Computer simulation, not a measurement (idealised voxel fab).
Process module under the name voxel tone inversion
Displayed cross-section: cut, width of 275 nm, square cells sized 5 nm.
Square cells in a grid make up a cross-section in this document, and the grid is given as bands, listed from the top down, each one or more rows of cells.
The entry gives the band's vertical extent as a top height and a bottom height in nm, then its horizontal make-up as materials from left to right, each with a width in nm. "blank" stands for empty space; a single material marked "edge to edge" fills the band edge to edge.
Counting heights begins at 0, where everything beneath is, in the wafer as received, one material. The lowest band has no bottom; it goes on downwards, as "from 0 down" shows.
Read "30->40" as a graded width: first number on top, second number at the bottom, same change between each pair of neighbouring rows.
No cell of the cross-section changed in a step that is given as "no modification".
The label "Enclosed void catalog" introduces a list of the empty spaces, 8 cells or larger, that have no open way up to the top; each entry in it reads width x height at distance, where the distance is taken from the left edge and all three are stated in nm.
On each step's line, the part that comes after the settings is the simulator's own comment on the step.
overlay nm: where the mask lay relative to plan, measured to the right, on steps with a mask; negatives go left.

Here's what the planned process steps look like
1 RECEIVE (material Si)
2 CONFORMAL_DEP (material SiN; thk nm 5)
3 DIRECTIONAL_DEP (material polySi; thk nm 20)
4 PATTERN (tone cover; mask id POSTS; material resist; width nm 15; pitch nm 40; thk nm 25; overlay nm 0)
5 DIRECTIONAL_ETCH (etch materials polySi; depth nm 20)
6 STRIP (etch materials resist)
7 FILL_DEP (material lowk; thk nm 5)
8 CMP (height nm 25)
9 STRIP (etch materials polySi)
10 CONFORMAL_DEP (material TiN; thk nm 5)
11 FILL_DEP (material Ru; thk nm 10)
12 CMP (height nm 25)
13 CONFORMAL_DEP (material SiCN; thk nm 5)

Wafer at receipt (post step 1), cross-section
    from 0 down | Si edge to edge
    Enclosed void catalog: none

As-planned run: cross-section of the first of two wafers at end of module
    from 30 to 25 | SiCN edge to edge
    from 25 to 10 | 70 lowk, then 5 TiN, then 5 Ru, then 5 TiN, then 25 lowk, then 5 TiN, then 5 Ru, then 5 TiN, then 25 lowk, then 5 TiN, then 5 Ru, then 5 TiN, then 25 lowk, then 5 TiN, then 5 Ru, then 5 TiN, then 70 lowk
    from 10 to 5 | 70 lowk, then 15 TiN, then 25 lowk, then 15 TiN, then 25 lowk, then 15 TiN, then 25 lowk, then 15 TiN, then 70 lowk
    from 5 to 0 | SiN edge to edge
    from 0 down | Si edge to edge
    Enclosed void catalog: none

Cross-section, wafer two of two, end of module: same start and plan as wafer one, one error in execution
    from 30 to 25 | SiCN edge to edge
    from 25 to 10 | 65 Ru, then 5 TiN, then 15 lowk, then 5 TiN, then 15 Ru, then 5 TiN, then 15 lowk, then 5 TiN, then 15 Ru, then 5 TiN, then 15 lowk, then 5 TiN, then 15 Ru, then 5 TiN, then 15 lowk, then 5 TiN, then 65 Ru
    from 10 to 5 | 70 TiN, then 15 lowk, then 25 TiN, then 15 lowk, then 25 TiN, then 15 lowk, then 25 TiN, then 15 lowk, then 70 TiN
    from 5 to 0 | SiN edge to edge
    from 0 down | Si edge to edge
    Enclosed void catalog: none
Against the plan, the run slipped here: for step 4, the planned setting was not used; the step was instead run as PATTERN (tone open; mask id POSTS; material resist; width nm 15; pitch nm 40; thk nm 25; overlay nm 0)
Upon completion, the second wafer contains, in terms of cells, a greater or smaller amount of certain materials than the first wafer: 93 more of Ru; 31 more of TiN; 124 fewer of lowk
